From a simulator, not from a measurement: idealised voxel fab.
The document below concerns the process module designated voxel self aligned vias.
225 nm wide, 5 nm square cells: that's cross-section cut.
For the purposes of this document, a cross-section shall be understood as a grid of square cells, specified as bands listed in top-to-bottom order, each band consisting of one or more rows of cells.
Band: top height; bottom height; in nm. Then, left to right: material with width in nm, for each material. "edge to edge": a single material spanning edge to edge. "empty": empty space.
Note: height 0 marks the level under which the wafer is uniformly one material as received. Lowest band unbounded below, written "top 0, no bottom".
A width such as "30..40" changes by the same amount from each row of cells to the next, from the band's top row to its bottom row.
Key: "nothing was modified" - step with no changed cell in the cross-section.
Closed-off voids of 8+ cells (no open route to the top) go in "Unvented voids", written width x height at distance from the left edge, in nm.
Whatever follows a step's settings on its line is a remark the simulator itself makes about that step.
Regarding "overlay nm": on a step with a mask, it is the distance the mask lay to the right of its planned place; a negative value places it to the left.
These are the steps we planned for the process:
1. RECEIVE, material Si
2. CONFORMAL_DEP, material SiO2, thk nm 15
3. CONFORMAL_DEP, material SiCN, thk nm 5
4. DIRECTIONAL_DEP, material lowk, thk nm 30
5. PATTERN, tone open, mask id LINES, material resist, width nm 25, pitch nm 65, thk nm 20, overlay nm 0
6. DIRECTIONAL_ETCH, etch materials lowk, depth nm 30
7. STRIP, etch materials resist
8. CONFORMAL_DEP, material TiN, thk nm 5
9. FILL_DEP, material Ru, thk nm 10
10. CMP, height nm 50
11. SELECTIVE_ETCH, etch materials W Ru TiN, depth nm 10
12. FILL_DEP, material SiN, thk nm 10
13. CMP, height nm 50
14. DIRECTIONAL_DEP, material lowk, thk nm 15
15. MASKED_ETCH, tone open, mask id VIAS, width nm 35, pitch nm 65, etch materials lowk, depth nm 15, overlay nm 0
16. MASKED_ETCH, tone open, mask id VIAS, width nm 35, pitch nm 65, etch materials SiN, depth nm 10, overlay nm 0
17. CONFORMAL_DEP, material TiN, thk nm 5
18. FILL_DEP, material Ru, thk nm 10
19. CMP, height nm 65
20. CONFORMAL_DEP, material SiCN, thk nm 5
As received (post step 1): cross-section:
> top 0, no bottom: Si edge to edge
> Unvented voids: none
Post-module cross-section: identical start and plan to those above, one misstep in execution:
> top 70, bottom 65: SiCN edge to edge
> top 65, bottom 55: lowk: 60, then TiN: 5, then Ru: 25, then TiN: 5, then lowk: 30, then TiN: 5, then Ru: 25, then TiN: 5, then lowk: 65
> top 55, bottom 45: lowk: 60..70, then TiN: 15..5, then Ru: 10, then TiN: 10..5, then lowk: 30..45, then TiN: 15..5, then Ru: 10, then TiN: 10..5, then lowk: 65..70
> top 45, bottom 40: lowk: 70, then TiN: 20, then lowk: 45, then TiN: 20, then lowk: 70
> top 40, bottom 25: lowk: 70, then TiN: 5, then Ru: 10, then TiN: 5, then lowk: 45, then TiN: 5, then Ru: 10, then TiN: 5, then lowk: 70
> top 25, bottom 20: lowk: 70, then TiN: 20, then lowk: 45, then TiN: 20, then lowk: 70
> top 20, bottom 15: SiCN edge to edge
> top 15, bottom 0: SiO2 edge to edge
> top 0, no bottom: Si edge to edge
> Unvented voids: none
What went wrong in running the wafer? step 5, actual vs plan mismatch, actual run PATTERN, tone open, mask id LINES, material resist, width nm 20, pitch nm 65, thk nm 20, overlay nm 0
